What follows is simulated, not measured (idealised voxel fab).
Module name: voxel plated lines (process module)
The figure presents cross-section cut, which has a width of 180 nm and is divided into square cells with an edge length of 5 nm.
If you're reading a cross-section in this doc, picture square cells in a grid; it comes to you as bands, top ones listed first down to the bottom, and a band can be one or more rows of cells.
Band entry format. Leading values: height of top, height of bottom, nm. Remainder: materials in left-to-right order, each with its width in nm. Special words: "full width" on a single material, which then fills the band edge to edge; "air", empty space.
A quick word on heights: they are counted from 0, and under that level the wafer as it came to us is one material throughout. The lowest band is different from the rest in having no bottom; it simply continues downward, written as in "0..down".
Quick explanation for "30 to 40": the width changes in equal steps down the rows of cells, from the first number in the band's top row to the second number in its bottom row.
"no modifications", as given for a step, is the statement that not any cell of the cross-section underwent a change during that step.
In "Fully closed voids" the enclosed voids are listed, meaning empty spaces of 8 cells or larger without any opening to the top. The form is width x height at distance, distance from the left edge, units nm.
On a step's line, text after the settings is the simulator commenting on that step.
A step line may carry the setting "overlay nm", which, for steps involving a mask, states the distance by which the mask lay to the right of its intended position; negative values denote displacement to the left.
List of planned process steps
1: RECEIVE, material Si
2: CONFORMAL_DEP, material SiN, thk nm 10
3: DIRECTIONAL_DEP, material TiN, thk nm 5
4: PATTERN, tone open, mask id LINES, material resist, width nm 25, pitch nm 40, thk nm 40, overlay nm 0
5: EPI, material Ru, thk nm 10
6: EPI, material Ru, thk nm 10
7: EPI, material Ru, thk nm 5
8: STRIP, etch materials resist
9: DIRECTIONAL_ETCH, etch materials TiN, depth nm 5
10: CONFORMAL_DEP, material SiN, thk nm 10
This is the cross-section of the wafer as we received it, i.e. after step 1
0..down = Si full width
Fully closed voids: none
The plan above was carried out on the starting structure above with one mistake, and this cross-section shows the wafer at the end of the module
50..20 = air: 45, then Ru: 85, then air: 50
20..15 = Ru full width
15..10 = Ru: 55, then TiN: 25, then Ru: 15, then TiN: 25, then Ru: 60
10..0 = SiN full width
0..down = Si full width
Fully closed voids: none
Diagnosis: off-plan run, step 10, actual operation and settings CONFORMAL_DEP, material Ru, thk nm 10
